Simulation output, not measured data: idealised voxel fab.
The following process module bears the name voxel wiring stack.
Pictured: cross-section cut, 225 nm wide, on a grid of 5 nm square cells.
Cross-section spec: square-cell grid; bands listed top down; each band is one or more rows.
For a band, the entry starts with two heights in nm, that of the top and then that of the bottom, and carries on with the band's materials in order from left to right, each alongside its width in nm; the word "throughout" beside a single material means it fills the band edge to edge, and "blank" means empty space.
Measure heights from 0. That's the level where, below it, the as-received wafer is all one material. The lowest band is bottomless and extends downward; write it as in "z 0 and below".
With a width like "30..40", each row of cells in the band differs from the next by the same amount, the top row carrying the first number and the bottom row the second.
"no modifications" -> step changed no cross-section cell.
For the entry "Sealed voids", the listed items are empty spaces with no open way to the top whose size is 8 cells or more; each item follows the pattern width x height at distance, where distance is from the left edge and all three are in nm.
If you see something after the settings on a step's line, that's the simulator's own remark about that step.
The optional step-line setting "overlay nm" applies to steps with a mask and quantifies how far to the right of its planned location the mask lay, a negative value indicating leftward placement.

The following list gives the planned process steps
1. RECEIVE, material Si
2. CONFORMAL_DEP, material SiO2, thk nm 10
3. CONFORMAL_DEP, material SiCN, thk nm 5
4. DIRECTIONAL_DEP, material SiO2, thk nm 15
5. DIRECTIONAL_DEP, material aC, thk nm 15
6. PATTERN, tone open, mask id METAL_1, material resist, width nm 25, pitch nm 50, thk nm 30, overlay nm 0
7. DIRECTIONAL_ETCH, etch materials aC, depth nm 15
8. STRIP, etch materials resist
9. DIRECTIONAL_ETCH, etch materials SiO2, depth nm 15
10. DIRECTIONAL_ETCH, etch materials SiCN, depth nm 5
11. STRIP, etch materials aC
12. CONFORMAL_DEP, material TiN, thk nm 5
13. FILL_DEP, material Cu, thk nm 10
14. CMP, height nm 30
15. CONFORMAL_DEP, material SiCN, thk nm 5
16. DIRECTIONAL_DEP, material lowk, thk nm 15
17. MASKED_ETCH, tone open, mask id PLUG_1, width nm 15, pitch nm 50, etch materials lowk, depth nm 15, overlay nm 0
18. MASKED_ETCH, tone open, mask id PLUG_1, width nm 15, pitch nm 50, etch materials SiCN, depth nm 5, overlay nm 0
19. CONFORMAL_DEP, material TiN, thk nm 5
20. FILL_DEP, material Ru, thk nm 10
21. CMP, height nm 50
22. DIRECTIONAL_DEP, material TiN, thk nm 5
23. DIRECTIONAL_DEP, material W, thk nm 15
24. PATTERN, tone cover, mask id METAL_2, material resist, width nm 25, pitch nm 50, thk nm 20, overlay nm 0
25. DIRECTIONAL_ETCH, etch materials W, depth nm 15
26. DIRECTIONAL_ETCH, etch materials TiN, depth nm 5
27. STRIP, etch materials resist
28. CONFORMAL_DEP, material SiN, thk nm 5
29. FILL_DEP, material lowk, thk nm 5
30. CMP, height nm 70
31. CONFORMAL_DEP, material SiCN, thk nm 5

Cross-section of the wafer as it came to us, i.e., already through step 1
- z 0 and below = Si throughout
- Sealed voids: none

Cross-sectional image of the first of two wafers at the end of the module, the run having proceeded as planned
- z 75 to 70 = SiCN throughout
- z 70 to 55 = lowk 70 nm, SiN 5 nm, W 25 nm, SiN 5 nm, lowk 15 nm, SiN 5 nm, W 25 nm, SiN 5 nm, lowk 70 nm
- z 55 to 50 = SiN 75 nm, TiN 25 nm, SiN 25 nm, TiN 25 nm, SiN 75 nm
- z 50 to 35 = lowk 75 nm, TiN 5 nm, Ru 5 nm, TiN 5 nm, lowk 35 nm, TiN 5 nm, Ru 5 nm, TiN 5 nm, lowk 85 nm
- z 35 to 30 = SiCN 75 nm, TiN 15 nm, SiCN 35 nm, TiN 15 nm, SiCN 85 nm
- z 30 to 15 = SiO2 75 nm, TiN 5 nm, Cu 15 nm, TiN 5 nm, SiO2 25 nm, TiN 5 nm, Cu 15 nm, TiN 5 nm, SiO2 75 nm
- z 15 to 10 = SiCN 75 nm, TiN 25 nm, SiCN 25 nm, TiN 25 nm, SiCN 75 nm
- z 10 to 0 = SiO2 throughout
- z 0 and below = Si throughout
- Sealed voids: none

Cross-sectional image of the second wafer of the two following completion of the module. Starting state and process plan were the same as for the first wafer; one execution error occurred
- z 75 to 70 = SiCN throughout
- z 70 to 55 = lowk 70 nm, SiN 5 nm, W 25 nm, SiN 5 nm, lowk 15 nm, SiN 5 nm, W 25 nm, SiN 5 nm, lowk 70 nm
- z 55 to 50 = SiN 75 nm, TiN 25 nm, SiN 25 nm, TiN 25 nm, SiN 75 nm
- z 50 to 45 = Ru throughout
- z 45 to 40 = TiN 80 nm, Ru 5 nm, TiN 45 nm, Ru 5 nm, TiN 90 nm
- z 40 to 35 = lowk 75 nm, TiN 5 nm, Ru 5 nm, TiN 5 nm, lowk 35 nm, TiN 5 nm, Ru 5 nm, TiN 5 nm, lowk 85 nm
- z 35 to 30 = SiCN 75 nm, TiN 15 nm, SiCN 35 nm, TiN 15 nm, SiCN 85 nm
- z 30 to 15 = SiO2 75 nm, TiN 5 nm, Cu 15 nm, TiN 5 nm, SiO2 25 nm, TiN 5 nm, Cu 15 nm, TiN 5 nm, SiO2 75 nm
- z 15 to 10 = SiCN 75 nm, TiN 25 nm, SiCN 25 nm, TiN 25 nm, SiCN 75 nm
- z 10 to 0 = SiO2 throughout
- z 0 and below = Si throughout
- Sealed voids: none
Plan not followed: step 16 ran as: DIRECTIONAL_DEP, material lowk, thk nm 5
The closing comparison, in cells, has the second wafer with more or fewer of some materials than the first: Ru +43, TiN +35, lowk -78
